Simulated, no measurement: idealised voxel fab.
Title: Process Module voxel ribs on slabs
Cross-sectional view cut (width: 190 nm; square cell size: 5 nm).
Cross-section, as written here: a square-cell grid given band by band from the top down, where a band holds one or more rows of cells. Basically the band line says how high the top is and how high the bottom is, in nm, and then what's in it from left to right, every material with its width in nm. Empty space shows up as "empty", and if a single material carries "throughout" it runs the full band edge to edge. Height 0 is the level under which the wafer as received is all one material. The lowest band goes on downwards, as in "0 and below". Width spec "30->40" -> top row of cells at first value, bottom row at second value, equal per-row change in between. Key: "remained unchanged" - step with no changed cell in the cross-section. Reported under the label "Sealed voids" are the empty spaces having no open way to the top and comprising 8 cells or more; the notation for each is width x height at distance, in which the distance is measured from the left edge and all three values are in nm. Anything after a step's settings on that line? It's the simulator's own note about the step. For masked steps, "overlay nm" on the step line gives how far right of plan the mask actually lay; a minus sign means it lay to the left.

Planned step list for the process:
1. op RECEIVE | material Si
2. op DIRECTIONAL_DEP | material SiO2 | thk nm 20
3. op DIRECTIONAL_DEP | material SiN | thk nm 25
4. op PATTERN | tone cover | mask id RIB | material resist | width nm 20 | thk nm 15 | overlay nm 0
5. op DIRECTIONAL_ETCH | etch materials SiN | depth nm 10
6. op STRIP | etch materials resist
7. op PATTERN | tone cover | mask id SLAB | material resist | width nm 70 | thk nm 20 | overlay nm 0
8. op DIRECTIONAL_ETCH | etch materials SiN | depth nm 15
9. op STRIP | etch materials resist
10. op FILL_DEP | material SiO2 | thk nm 25
11. op CMP | height nm 60
12. op DIRECTIONAL_DEP | material TiN | thk nm 5
13. op DIRECTIONAL_DEP | material aC | thk nm 15
14. op PATTERN | tone cover | mask id HEATER | material resist | width nm 30 | thk nm 30 | overlay nm 0
15. op DIRECTIONAL_ETCH | etch materials aC | depth nm 15
16. op STRIP | etch materials resist
17. op DIRECTIONAL_ETCH | etch materials TiN | depth nm 5
18. op STRIP | etch materials aC
19. op CONFORMAL_DEP | material SiO2 | thk nm 10

As-received state of the wafer in cross-section, equivalent to post-step 1:
  0 and below | Si throughout
  Sealed voids: none

First of two wafers: cross-section at end of module, run per plan:
  75 down to 70 | 70 empty | 50 SiO2 | 70 empty
  70 down to 65 | SiO2 throughout
  65 down to 60 | 80 SiO2 | 30 TiN | 80 SiO2
  60 down to 45 | SiO2 throughout
  45 down to 35 | 85 SiO2 | 20 SiN | 85 SiO2
  35 down to 20 | 60 SiO2 | 70 SiN | 60 SiO2
  20 down to 0 | SiO2 throughout
  0 and below | Si throughout
  Sealed voids: none

This cross-section belongs to the second wafer of two at the end of the module; the start and the plan were shared with the first, and the run included one mistake:
  75 down to 70 | 70 empty | 50 SiO2 | 70 empty
  70 down to 65 | SiO2 throughout
  65 down to 60 | 80 SiO2 | 30 TiN | 80 SiO2
  60 down to 35 | SiO2 throughout
  35 down to 30 | 60 SiN | 70 SiO2 | 60 SiN
  30 down to 20 | 60 SiN | 25 SiO2 | 20 SiN | 25 SiO2 | 60 SiN
  20 down to 0 | SiO2 throughout
  0 and below | Si throughout
  Sealed voids: none
Want to know what went wrong? step 7 ran differently from the plan; actual operation with settings: op PATTERN | tone open | mask id SLAB | material resist | width nm 70 | thk nm 20 | overlay nm 0
End check, counted in cells, second wafer has more or fewer of these materials than the first: 30 more of SiN | 30 fewer of SiO2
